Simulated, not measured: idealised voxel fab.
process module | voxel self aligned contacts
cross-section cut | 235 nm wide | cells 5 nm
A cross-section is a grid of square cells, given in bands from the top down. A band is one or more rows of cells.
Each band's line starts with the height of the band's top and of its bottom, in nm. Then come its materials from left to right, each with its width in nm. One material with "throughout" fills the band from edge to edge. "air" is empty space.
Height 0 is the level under which the wafer as received is all one material. The lowest band goes on downwards, as in "0 down".
A width such as "30 to 40" changes by the same amount from each row of cells to the next, from the band's top row to its bottom row.
"no change" after a step means that no cell of the cross-section changed.
closed voids: empty space of 8 cells or more with no open way to the top, each as width x height at its distance from the left edge, in nm
after a step's settings: what the simulator itself notes on the step
overlay nm, on a step with a mask: how far to the right of its planned place the mask lay; to the left if negative
plan
1 op RECEIVE | material Si
2 op CONFORMAL_DEP | material SiO2 | thk nm 5
3 op DIRECTIONAL_DEP | material polySi | thk nm 30
4 op DIRECTIONAL_DEP | material SiN | thk nm 20
5 op DIRECTIONAL_DEP | material aC | thk nm 10
6 op PATTERN | tone cover | mask id GATE | material resist | width nm 30 | pitch nm 65 | thk nm 25 | overlay nm 0
7 op DIRECTIONAL_ETCH | etch materials aC | depth nm 10
8 op STRIP | etch materials resist
9 op DIRECTIONAL_ETCH | etch materials SiN | depth nm 20
10 op DIRECTIONAL_ETCH | etch materials polySi | depth nm 30
11 op STRIP | etch materials aC
12 op CONFORMAL_DEP | material SiN | thk nm 10
13 op DIRECTIONAL_ETCH | etch materials SiN | depth nm 10
14 op FILL_DEP | material SiO2 | thk nm 15
15 op CMP | height nm 65
16 op PATTERN | tone open | mask id CONTACT | material resist | width nm 45 | thk nm 20 | overlay nm 0
17 op DIRECTIONAL_ETCH | etch materials SiO2 | depth nm 65
18 op STRIP | etch materials resist
19 op CONFORMAL_DEP | material TiN | thk nm 5
20 op FILL_DEP | material Ru | thk nm 5
21 op CMP | height nm 65
22 op CONFORMAL_DEP | material SiN | thk nm 5
as received, after step 1
  0 down: Si throughout
  closed voids: none
a wafer at the end: this start, this plan, one mistake
  70 to 65: SiN throughout
  65 to 55: Ru 90 to 55 | TiN 5 to 40 | SiO2 45 | TiN 5 to 40 | Ru 90 to 55
  55 to 35: Ru 55 | TiN 5 | SiN 50 | SiO2 15 | SiN 50 | TiN 5 | Ru 55
  35 to 5: Ru 55 | TiN 5 | SiN 10 | polySi 30 | SiN 10 | SiO2 15 | SiN 10 | polySi 30 | SiN 10 | TiN 5 | Ru 55
  5 to 0: TiN 60 | SiO2 115 | TiN 60
  0 down: Si throughout
  closed voids: none
what went wrong: step 16 ran as: op PATTERN | tone cover | mask id CONTACT | material resist | width nm 45 | thk nm 20 | overlay nm 0
